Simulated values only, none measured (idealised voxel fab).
Proc. module: voxel capacitor over wiring
Each square cell in cross-section cut measures 5 nm, and the section as a whole is 175 nm wide.
A cross-section is written here as square cells arranged in a grid, and it is given in bands from the top down, each band taking up one or more rows of cells. Each band's line starts with the height of the band's top and of its bottom, in nm. Then come its materials from left to right, each with its width in nm. One material with "all across" fills the band from edge to edge. "blank" is empty space. Heights are expressed relative to 0, this being the level below which the as-received wafer comprises one material exclusively. The lowest band is unbounded in the downward direction and is denoted as in "0 nm and below". The width entry "30->40" should be interpreted row by row: the top row of cells in the band takes the first number, the bottom row takes the second number, and the change between adjacent rows is uniform throughout. Any step labelled "nothing different" changed none of the cells in the cross-section. Under "Unvented voids" you'll find the enclosed gaps, the ones with no way out to the top, that are 8 cells or bigger; each reads width x height at distance, with distance counted from the left edge, everything in nm. On a step's line, text after the settings is the simulator commenting on that step. "overlay nm" denotes, for a step that has a mask, the displacement of the mask to the right of its planned place, with negative values corresponding to the left.
**Planned process steps**
1. RECEIVE with material Si
2. CONFORMAL_DEP with material SiO2, thk nm 10
3. CONFORMAL_DEP with material SiN, thk nm 5
4. DIRECTIONAL_DEP with material lowk, thk nm 25
5. MASKED_ETCH with tone open, mask id METAL_1, width nm 20, pitch nm 75, etch materials lowk, depth nm 25, overlay nm 0
6. MASKED_ETCH with tone open, mask id METAL_1, width nm 20, pitch nm 75, etch materials SiN, depth nm 5, overlay nm 0
7. CONFORMAL_DEP with material TiN, thk nm 5
8. FILL_DEP with material Cu, thk nm 10
9. CMP with height nm 40
10. EPI with material Ru, thk nm 5
11. FILL_DEP with material SiCN, thk nm 5
12. DIRECTIONAL_DEP with material lowk, thk nm 20
13. PATTERN with tone open, mask id PLUG_1, material resist, width nm 15, thk nm 15, overlay nm 0
14. DIRECTIONAL_ETCH with etch materials lowk, depth nm 20
15. DIRECTIONAL_ETCH with etch materials SiCN, depth nm 5
16. STRIP with etch materials resist
17. CONFORMAL_DEP with material TiN, thk nm 5
18. FILL_DEP with material Cu, thk nm 10
19. CMP with height nm 70
20. DIRECTIONAL_DEP with material TiN, thk nm 10
21. DIRECTIONAL_DEP with material SiN, thk nm 5
22. DIRECTIONAL_DEP with material TiN, thk nm 10
23. DIRECTIONAL_DEP with material aC, thk nm 15
24. PATTERN with tone cover, mask id UPPER_PLATE, material resist, width nm 60, thk nm 35, overlay nm 0
25. DIRECTIONAL_ETCH with etch materials aC, depth nm 15
26. STRIP with etch materials resist
27. DIRECTIONAL_ETCH with etch materials TiN, depth nm 5
28. DIRECTIONAL_ETCH with etch materials SiN, depth nm 5
29. STRIP with etch materials aC
30. DIRECTIONAL_DEP with material aC, thk nm 15
31. PATTERN with tone cover, mask id LOWER_PLATE, material resist, width nm 70, thk nm 30, overlay nm 0
32. DIRECTIONAL_ETCH with etch materials aC, depth nm 15
33. STRIP with etch materials resist
34. DIRECTIONAL_ETCH with etch materials TiN, depth nm 10
35. STRIP with etch materials aC
36. FILL_DEP with material SiO2, thk nm 15
37. CMP with height nm 105
38. MASKED_ETCH with tone open, mask id PLUG_2, width nm 15, etch materials SiO2, depth nm 10, overlay nm 0
39. CONFORMAL_DEP with material TiN, thk nm 5
40. FILL_DEP with material Ru, thk nm 5
41. CMP with height nm 105
42. CONFORMAL_DEP with material SiCN, thk nm 5
For this document, wafers share an identical start and vary in the step 27 depth nm; the plan quotes the first wafer's value.
**Cross-section: the first of several wafers in its as-received state, i.e. following step 1**
	0 nm and below | Si all across
	Unvented voids: none
**Wafer cross-section (first of several) - module end, post step 42 (last step)**
	110 nm to 105 nm | SiCN all across
	105 nm to 100 nm | SiO2 55; TiN 5; Ru 5; TiN 5; SiO2 105
	100 nm to 90 nm | SiO2 55->45; TiN 15->60; SiO2 105->70
	90 nm to 85 nm | SiO2 40; TiN 70; SiO2 65
	85 nm to 80 nm | SiN all across
	80 nm to 70 nm | TiN all across
	70 nm to 50 nm | lowk 45; TiN 5; Cu 5; TiN 5; lowk 115
	50 nm to 45 nm | SiCN 45; TiN 15; SiCN 115
	45 nm to 40 nm | SiCN 35; Ru 30; SiCN 45; Ru 30; SiCN 35
	40 nm to 15 nm | lowk 40; TiN 5; Cu 10; TiN 5; lowk 55; TiN 5; Cu 10; TiN 5; lowk 40
	15 nm to 10 nm | SiN 40; TiN 20; SiN 55; TiN 20; SiN 40
	10 nm to 0 nm | SiO2 all across
	0 nm and below | Si all across
	Unvented voids: none
**At the end of the module, the last of several wafers in cross-section**
	110 nm to 105 nm | SiCN all across
	105 nm to 100 nm | SiO2 55; TiN 5; Ru 5; TiN 5; SiO2 105
	100 nm to 95 nm | SiO2 55; TiN 15; SiO2 105
	95 nm to 85 nm | SiO2 45; TiN 60; SiO2 70
	85 nm to 80 nm | SiO2 45; SiN 60; SiO2 70
	80 nm to 70 nm | SiO2 40; TiN 70; SiO2 65
	70 nm to 50 nm | lowk 45; TiN 5; Cu 5; TiN 5; lowk 115
	50 nm to 45 nm | SiCN 45; TiN 15; SiCN 115
	45 nm to 40 nm | SiCN 35; Ru 30; SiCN 45; Ru 30; SiCN 35
	40 nm to 15 nm | lowk 40; TiN 5; Cu 10; TiN 5; lowk 55; TiN 5; Cu 10; TiN 5; lowk 40
	15 nm to 10 nm | SiN 40; TiN 20; SiN 55; TiN 20; SiN 40
	10 nm to 0 nm | SiO2 all across
	0 nm and below | Si all across
	Unvented voids: none
**Below is a per-wafer table. In it, each row describes the wafer at the end of the module by giving, for each material, the number of cells gained (+) or lost (-) since the wafer was received, and after that the closed voids of the wafer**
depth nm 5 | +24 Cu | +13 Ru | +90 SiCN | +62 SiN | +178 SiO2 | +140 TiN | +263 lowk | Unvented voids: none
depth nm 10 | +24 Cu | +13 Ru | +90 SiCN | +39 SiN | +245 SiO2 | +96 TiN | +263 lowk | Unvented voids: none
depth nm 15 | +24 Cu | +13 Ru | +90 SiCN | +39 SiN | +245 SiO2 | +96 TiN | +263 lowk | Unvented voids: none
depth nm 20 | +24 Cu | +13 Ru | +90 SiCN | +39 SiN | +245 SiO2 | +96 TiN | +263 lowk | Unvented voids: none
depth nm 25 | +24 Cu | +13 Ru | +90 SiCN | +39 SiN | +245 SiO2 | +96 TiN | +263 lowk | Unvented voids: none
